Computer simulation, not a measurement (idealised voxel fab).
The process module presented herein is designated voxel self aligned contacts.
cross-section cut | 205 nm wide | cells 5 nm
How to read a cross-section here: the picture is a grid of square cells, written as bands going from the top down, and any band can span one or more rows of cells.
Look at the band entry: it leads with the top's height and the bottom's height in nm. Then it lists the materials left to right, with a width in nm for each. The word "throughout" on a single material says that material fills the band edge to edge. The word "air" is empty space.
Zero point of the height axis is 0; under it, received wafer = one material. Lowest band: continues down indefinitely, "0 -> down".
The expression "30 to 40" gives the width at the extremes of the band, the first number at its top row of cells and the second at its bottom row, with the width changing by equal amounts from each row to the next in between.
"remained the same" means the step left every cell of the cross-section as it was.
Reported under the label "Sealed voids" are the empty spaces having no open way to the top and comprising 8 cells or more; the notation for each is width x height at distance, in which the distance is measured from the left edge and all three values are in nm.
It should be noted that, on the line of a given step, the content following the step's settings is a remark produced by the simulator itself with respect to that step.
The setting "overlay nm" may be written on the line of a step. When the step uses a mask, the value reports how far to the right of the planned place the mask lay, and a negative value reports that it lay to the left.
[These are the steps we planned for the process]
1,RECEIVE: material Si
2,OXIDIZE: depth nm 5
3,DIRECTIONAL_DEP: material polySi, thk nm 20
4,DIRECTIONAL_DEP: material SiN, thk nm 15
5,DIRECTIONAL_DEP: material aC, thk nm 10
6,PATTERN: tone cover, mask id GATE, material resist, width nm 30, pitch nm 55, thk nm 25, overlay nm 0
7,DIRECTIONAL_ETCH: etch materials aC, depth nm 10
8,STRIP: etch materials resist
9,DIRECTIONAL_ETCH: etch materials SiN, depth nm 15
10,DIRECTIONAL_ETCH: etch materials polySi, depth nm 20
11,STRIP: etch materials aC
12,CONFORMAL_DEP: material SiN, thk nm 5
13,DIRECTIONAL_ETCH: etch materials SiN, depth nm 5
14,FILL_DEP: material SiO2, thk nm 15
15,CMP: height nm 40
16,DIRECTIONAL_DEP: material aC, thk nm 10
17,PATTERN: tone open, mask id CONTACT, material resist, width nm 35, pitch nm 55, thk nm 30, overlay nm 0
18,DIRECTIONAL_ETCH: etch materials aC, depth nm 10
19,STRIP: etch materials resist
20,DIRECTIONAL_ETCH: etch materials SiO2, depth nm 45
21,STRIP: etch materials aC
22,CONFORMAL_DEP: material TiN, thk nm 5
23,FILL_DEP: material Ru, thk nm 10
24,CMP: height nm 40
25,CONFORMAL_DEP: material SiN, thk nm 5
[first wafer, as planned]
[Wafer at receipt (post step 1), cross-section]
0 -> down: Si throughout
Sealed voids: none
[Cross-section of the wafer subsequent to step 2]
0 -> -5: SiO2 throughout
Whatever lies below -5 is exactly as it was before.
[Cross-section of the wafer subsequent to step 3]
20 -> 0: polySi throughout
Whatever lies below 0 is exactly as it was before.
[Cross-section of the wafer subsequent to step 4]
35 -> 20: SiN throughout
Whatever lies below 20 is exactly as it was before.
[Cross-section of the wafer subsequent to step 5]
45 -> 35: aC throughout
Whatever lies below 35 is exactly as it was before.
[Cross-section of the wafer subsequent to step 6]
70 -> 45: 30 air | 30 resist | 25 air | 30 resist | 25 air | 30 resist | 35 air
Whatever lies below 45 is exactly as it was before.
[Cross-section of the wafer subsequent to step 7]
60 -> 45: 30 air | 30 resist | 25 air | 30 resist | 25 air | 30 resist | 35 air
45 -> 35: 30 air | 30 aC | 25 air | 30 aC | 25 air | 30 aC | 35 air
Whatever lies below 35 is exactly as it was before.
[Cross-section of the wafer subsequent to step 8]
45 -> 35: 30 air | 30 aC | 25 air | 30 aC | 25 air | 30 aC | 35 air
Whatever lies below 35 is exactly as it was before.
[Cross-section of the wafer subsequent to step 9]
45 -> 35: 30 air | 30 aC | 25 air | 30 aC | 25 air | 30 aC | 35 air
35 -> 20: 30 air | 30 SiN | 25 air | 30 SiN | 25 air | 30 SiN | 35 air
Whatever lies below 20 is exactly as it was before.
[Cross-section of the wafer subsequent to step 10]
45 -> 35: 30 air | 30 aC | 25 air | 30 aC | 25 air | 30 aC | 35 air
35 -> 20: 30 air | 30 SiN | 25 air | 30 SiN | 25 air | 30 SiN | 35 air
20 -> 0: 30 air | 30 polySi | 25 air | 30 polySi | 25 air | 30 polySi | 35 air
Whatever lies below 0 is exactly as it was before.
[Cross-section of the wafer subsequent to step 11]
35 -> 20: 30 air | 30 SiN | 25 air | 30 SiN | 25 air | 30 SiN | 35 air
Whatever lies below 20 is exactly as it was before.
[Cross-section of the wafer subsequent to step 12]
40 -> 20: 25 air | 40 SiN | 15 air | 40 SiN | 15 air | 40 SiN | 30 air
20 -> 5: 25 air | 5 SiN | 30 polySi | 5 SiN | 15 air | 5 SiN | 30 polySi | 5 SiN | 15 air | 5 SiN | 30 polySi | 5 SiN | 30 air
5 -> 0: 30 SiN | 30 polySi | 25 SiN | 30 polySi | 25 SiN | 30 polySi | 35 SiN
Whatever lies below 0 is exactly as it was before.
[Cross-section of the wafer subsequent to step 13]
35 -> 20: 25 air | 40 SiN | 15 air | 40 SiN | 15 air | 40 SiN | 30 air
20 -> 0: 25 air | 5 SiN | 30 polySi | 5 SiN | 15 air | 5 SiN | 30 polySi | 5 SiN | 15 air | 5 SiN | 30 polySi | 5 SiN | 30 air
Whatever lies below 0 is exactly as it was before.
[Cross-section of the wafer subsequent to step 14]
50 -> 35: SiO2 throughout
35 -> 20: 25 SiO2 | 40 SiN | 15 SiO2 | 40 SiN | 15 SiO2 | 40 SiN | 30 SiO2
20 -> 0: 25 SiO2 | 5 SiN | 30 polySi | 5 SiN | 15 SiO2 | 5 SiN | 30 polySi | 5 SiN | 15 SiO2 | 5 SiN | 30 polySi | 5 SiN | 30 SiO2
Whatever lies below 0 is exactly as it was before.
[Cross-section of the wafer subsequent to step 15]
40 -> 35: SiO2 throughout
Whatever lies below 35 is exactly as it was before.
[Cross-section of the wafer subsequent to step 16]
50 -> 40: aC throughout
Whatever lies below 40 is exactly as it was before.
[Cross-section of the wafer subsequent to step 17]
80 -> 50: 55 resist | 35 air | 20 resist | 35 air | 60 resist
Whatever lies below 50 is exactly as it was before.
[Cross-section of the wafer subsequent to step 18]
70 -> 50: 55 resist | 35 air | 20 resist | 35 air | 60 resist
50 -> 40: 55 aC | 35 air | 20 aC | 35 air | 60 aC
Whatever lies below 40 is exactly as it was before.
[Cross-section of the wafer subsequent to step 19]
50 -> 40: 55 aC | 35 air | 20 aC | 35 air | 60 aC
Whatever lies below 40 is exactly as it was before.
[Cross-section of the wafer subsequent to step 20]
50 -> 40: 55 aC | 35 air | 20 aC | 35 air | 60 aC
40 -> 35: 55 SiO2 | 35 air | 20 SiO2 | 35 air | 60 SiO2
35 -> 20: 25 SiO2 | 40 SiN | 15 air | 40 SiN | 15 air | 40 SiN | 30 SiO2
20 -> 0: 25 SiO2 | 5 SiN | 30 polySi | 5 SiN | 15 air | 5 SiN | 30 polySi | 5 SiN | 15 air | 5 SiN | 30 polySi | 5 SiN | 30 SiO2
0 -> -5: 65 SiO2 | 15 air | 40 SiO2 | 15 air | 70 SiO2
Whatever lies below -5 is exactly as it was before.
[Cross-section of the wafer subsequent to step 21]
40 -> 35: 55 SiO2 | 35 air | 20 SiO2 | 35 air | 60 SiO2
Whatever lies below 35 is exactly as it was before.
[Cross-section of the wafer subsequent to step 22]
45 -> 40: 60 TiN | 25 air | 30 TiN | 25 air | 65 TiN
40 -> 35: 55 SiO2 | 15 TiN | 5 air | 15 TiN | 20 SiO2 | 15 TiN | 5 air | 15 TiN | 60 SiO2
35 -> 20: 25 SiO2 | 40 SiN | 5 TiN | 5 air | 5 TiN | 40 SiN | 5 TiN | 5 air | 5 TiN | 40 SiN | 30 SiO2
20 -> 0: 25 SiO2 | 5 SiN | 30 polySi | 5 SiN | 5 TiN | 5 air | 5 TiN | 5 SiN | 30 polySi | 5 SiN | 5 TiN | 5 air | 5 TiN | 5 SiN | 30 polySi | 5 SiN | 30 SiO2
0 -> -5: 65 SiO2 | 15 TiN | 40 SiO2 | 15 TiN | 70 SiO2
Whatever lies below -5 is exactly as it was before.
[Cross-section of the wafer subsequent to step 23]
55 -> 45: Ru throughout
45 -> 40: 60 TiN | 25 Ru | 30 TiN | 25 Ru | 65 TiN
40 -> 35: 55 SiO2 | 15 TiN | 5 Ru | 15 TiN | 20 SiO2 | 15 TiN | 5 Ru | 15 TiN | 60 SiO2
35 -> 20: 25 SiO2 | 40 SiN | 5 TiN | 5 Ru | 5 TiN | 40 SiN | 5 TiN | 5 Ru | 5 TiN | 40 SiN | 30 SiO2
20 -> 0: 25 SiO2 | 5 SiN | 30 polySi | 5 SiN | 5 TiN | 5 Ru | 5 TiN | 5 SiN | 30 polySi | 5 SiN | 5 TiN | 5 Ru | 5 TiN | 5 SiN | 30 polySi | 5 SiN | 30 SiO2
Whatever lies below 0 is exactly as it was before.
[Cross-section of the wafer subsequent to step 24]
40 -> 35: 55 SiO2 | 15 TiN | 5 Ru | 15 TiN | 20 SiO2 | 15 TiN | 5 Ru | 15 TiN | 60 SiO2
Whatever lies below 35 is exactly as it was before.
[Cross-section of the wafer subsequent to step 25]
45 -> 40: SiN throughout
Whatever lies below 40 is exactly as it was before.
[The remaining wafer, second of the two, started like the first and was run to the same plan, except that one mistake was made along the way; the two coincide through step 4, inclusive]
[At the planned end of step 5, the second wafer in cross-section]
45 -> 20: SiN throughout
Whatever lies below 20 is exactly as it was before.
[At the planned end of step 6, the second wafer in cross-section]
70 -> 45: 30 air | 30 resist | 25 air | 30 resist | 25 air | 30 resist | 35 air
Whatever lies below 45 is exactly as it was before.
[At the planned end of step 7, the second wafer in cross-section]
60 -> 45: 30 air | 30 resist | 25 air | 30 resist | 25 air | 30 resist | 35 air
Whatever lies below 45 is exactly as it was before.
[At the planned end of step 8, the second wafer in cross-section]
45 -> 20: SiN throughout
Whatever lies below 20 is exactly as it was before.
[At the planned end of step 9, the second wafer in cross-section]
30 -> 20: SiN throughout
Whatever lies below 20 is exactly as it was before.
At the planned end of step 10, the second wafer in cross-section: remained the same
At the planned end of step 11, the second wafer in cross-section: remained the same
[At the planned end of step 12, the second wafer in cross-section]
35 -> 20: SiN throughout
Whatever lies below 20 is exactly as it was before.
[At the planned end of step 13, the second wafer in cross-section]
30 -> 20: SiN throughout
Whatever lies below 20 is exactly as it was before.
[At the planned end of step 14, the second wafer in cross-section]
45 -> 30: SiO2 throughout
Whatever lies below 30 is exactly as it was before.
[At the planned end of step 15, the second wafer in cross-section]
40 -> 30: SiO2 throughout
Whatever lies below 30 is exactly as it was before.
[At the planned end of step 16, the second wafer in cross-section]
50 -> 40: aC throughout
Whatever lies below 40 is exactly as it was before.
[At the planned end of step 17, the second wafer in cross-section]
80 -> 50: 55 resist | 35 air | 20 resist | 35 air | 60 resist
Whatever lies below 50 is exactly as it was before.
[At the planned end of step 18, the second wafer in cross-section]
70 -> 50: 55 resist | 35 air | 20 resist | 35 air | 60 resist
50 -> 40: 55 aC | 35 air | 20 aC | 35 air | 60 aC
Whatever lies below 40 is exactly as it was before.
[At the planned end of step 19, the second wafer in cross-section]
50 -> 40: 55 aC | 35 air | 20 aC | 35 air | 60 aC
Whatever lies below 40 is exactly as it was before.
[At the planned end of step 20, the second wafer in cross-section]
50 -> 40: 55 aC | 35 air | 20 aC | 35 air | 60 aC
40 -> 30: 55 SiO2 | 35 air | 20 SiO2 | 35 air | 60 SiO2
Whatever lies below 30 is exactly as it was before.
[At the planned end of step 21, the second wafer in cross-section]
40 -> 30: 55 SiO2 | 35 air | 20 SiO2 | 35 air | 60 SiO2
Whatever lies below 30 is exactly as it was before.
[At the planned end of step 22, the second wafer in cross-section]
45 -> 40: 60 TiN | 25 air | 30 TiN | 25 air | 65 TiN
40 -> 35: 55 SiO2 | 5 TiN | 25 air | 5 TiN | 20 SiO2 | 5 TiN | 25 air | 5 TiN | 60 SiO2
35 -> 30: 55 SiO2 | 35 TiN | 20 SiO2 | 35 TiN | 60 SiO2
Whatever lies below 30 is exactly as it was before.
[At the planned end of step 23, the second wafer in cross-section]
55 -> 45: Ru throughout
45 -> 40: 60 TiN | 25 Ru | 30 TiN | 25 Ru | 65 TiN
40 -> 35: 55 SiO2 | 5 TiN | 25 Ru | 5 TiN | 20 SiO2 | 5 TiN | 25 Ru | 5 TiN | 60 SiO2
Whatever lies below 35 is exactly as it was before.
[At the planned end of step 24, the second wafer in cross-section]
40 -> 35: 55 SiO2 | 5 TiN | 25 Ru | 5 TiN | 20 SiO2 | 5 TiN | 25 Ru | 5 TiN | 60 SiO2
Whatever lies below 35 is exactly as it was before.
[At the planned end of step 25, the second wafer in cross-section]
45 -> 40: SiN throughout
Whatever lies below 40 is exactly as it was before.
what went wrong: planned and actual differ for step 5; actual: DIRECTIONAL_DEP: material SiN, thk nm 10
Cell-count delta at end, second wafer over first, by material: -6 Ru | -14 SiN | -44 SiO2 | -28 TiN | +92 polySi
